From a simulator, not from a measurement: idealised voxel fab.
process module | voxel gate over fins
cross-section cut | 205 nm wide | cells 5 nm
A cross-section is a grid of square cells, given in bands from the top down. A band is one or more rows of cells.
Each band's line starts with the height of the band's top and of its bottom, in nm. Then come its materials from left to right, each with its width in nm. One material with "throughout" fills the band from edge to edge. "air" is empty space.
Height 0 is the level under which the wafer as received is all one material. The lowest band goes on downwards, as in "0 down".
A width such as "30 to 40" changes by the same amount from each row of cells to the next, from the band's top row to its bottom row.
"no change" after a step means that no cell of the cross-section changed.
closed voids: empty space of 8 cells or more with no open way to the top, each as width x height at its distance from the left edge, in nm
after a step's settings: what the simulator itself notes on the step
overlay nm, on a step with a mask: how far to the right of its planned place the mask lay; to the left if negative
plan
1 op RECEIVE | material Si
2 op CONFORMAL_DEP | material SiN | thk nm 5
3 op DIRECTIONAL_DEP | material aC | thk nm 15
4 op PATTERN | tone cover | mask id FINS | material resist | width nm 15 | pitch nm 45 | thk nm 30 | overlay nm 0
5 op DIRECTIONAL_ETCH | etch materials aC | depth nm 15
6 op STRIP | etch materials resist
7 op DIRECTIONAL_ETCH | etch materials SiN | depth nm 5
8 op DIRECTIONAL_ETCH | etch materials Si | depth nm 40
9 op STRIP | etch materials aC
10 op FILL_DEP | material SiO2 | thk nm 5
11 op CMP | height nm 5
12 op SELECTIVE_ETCH | etch materials SiO2 | depth nm 20
13 op STRIP | etch materials SiN
14 op CONFORMAL_DEP | material HfO2 | thk nm 5
15 op CONFORMAL_DEP | material TiN | thk nm 5
16 op FILL_DEP | material W | thk nm 15
17 op CMP | height nm 20
18 op CONFORMAL_DEP | material SiCN | thk nm 10
as received, after step 1
  0 down: Si throughout
  closed voids: none
first wafer at the end, as planned
  30 to 20: SiCN throughout
  20 to 10: W throughout
  10 to 5: W 15 | TiN 35 | W 10 | TiN 35 | W 10 | TiN 35 | W 10 | TiN 35 | W 20
  5 to 0: W 15 | TiN 5 | HfO2 25 | TiN 5 | W 10 | TiN 5 | HfO2 25 | TiN 5 | W 10 | TiN 5 | HfO2 25 | TiN 5 | W 10 | TiN 5 | HfO2 25 | TiN 5 | W 20
  0 to -5: W 15 | TiN 5 | HfO2 5 | Si 15 | HfO2 5 | TiN 5 | W 10 | TiN 5 | HfO2 5 | Si 15 | HfO2 5 | TiN 5 | W 10 | TiN 5 | HfO2 5 | Si 15 | HfO2 5 | TiN 5 | W 10 | TiN 5 | HfO2 5 | Si 15 | HfO2 5 | TiN 5 | W 20
  -5 to -10: TiN 20 | HfO2 5 | Si 15 | HfO2 5 | TiN 20 | HfO2 5 | Si 15 | HfO2 5 | TiN 20 | HfO2 5 | Si 15 | HfO2 5 | TiN 20 | HfO2 5 | Si 15 | HfO2 5 | TiN 25
  -10 to -15: HfO2 25 | Si 15 | HfO2 30 | Si 15 | HfO2 30 | Si 15 | HfO2 30 | Si 15 | HfO2 30
  -15 to -40: SiO2 25 | Si 15 | SiO2 30 | Si 15 | SiO2 30 | Si 15 | SiO2 30 | Si 15 | SiO2 30
  -40 down: Si throughout
  closed voids: none
second wafer at the end: like start, like plan, one mistake
  30 to 20: SiCN throughout
  20 to 10: W throughout
  10 to 5: W 15 | TiN 40 | W 5 | TiN 40 | W 5 | TiN 40 | W 5 | TiN 40 | W 15
  5 to 0: W 15 | TiN 5 | HfO2 30 | TiN 5 | W 5 | TiN 5 | HfO2 30 | TiN 5 | W 5 | TiN 5 | HfO2 30 | TiN 5 | W 5 | TiN 5 | HfO2 30 | TiN 5 | W 15
  0 to -5: W 15 | TiN 5 | HfO2 5 | Si 20 | HfO2 5 | TiN 5 | W 5 | TiN 5 | HfO2 5 | Si 20 | HfO2 5 | TiN 5 | W 5 | TiN 5 | HfO2 5 | Si 20 | HfO2 5 | TiN 5 | W 5 | TiN 5 | HfO2 5 | Si 20 | HfO2 5 | TiN 5 | W 15
  -5 to -10: TiN 20 | HfO2 5 | Si 20 | HfO2 5 | TiN 15 | HfO2 5 | Si 20 | HfO2 5 | TiN 15 | HfO2 5 | Si 20 | HfO2 5 | TiN 15 | HfO2 5 | Si 20 | HfO2 5 | TiN 20
  -10 to -15: HfO2 25 | Si 20 | HfO2 25 | Si 20 | HfO2 25 | Si 20 | HfO2 25 | Si 20 | HfO2 25
  -15 to -40: SiO2 25 | Si 20 | SiO2 25 | Si 20 | SiO2 25 | Si 20 | SiO2 25 | Si 20 | SiO2 25
  -40 down: Si throughout
  closed voids: none
what went wrong: step 4 ran as: op PATTERN | tone cover | mask id FINS | material resist | width nm 20 | pitch nm 45 | thk nm 30 | overlay nm 0
at the end the second wafer has, in cells: 32 more of Si | 20 fewer of SiO2 | 12 fewer of W
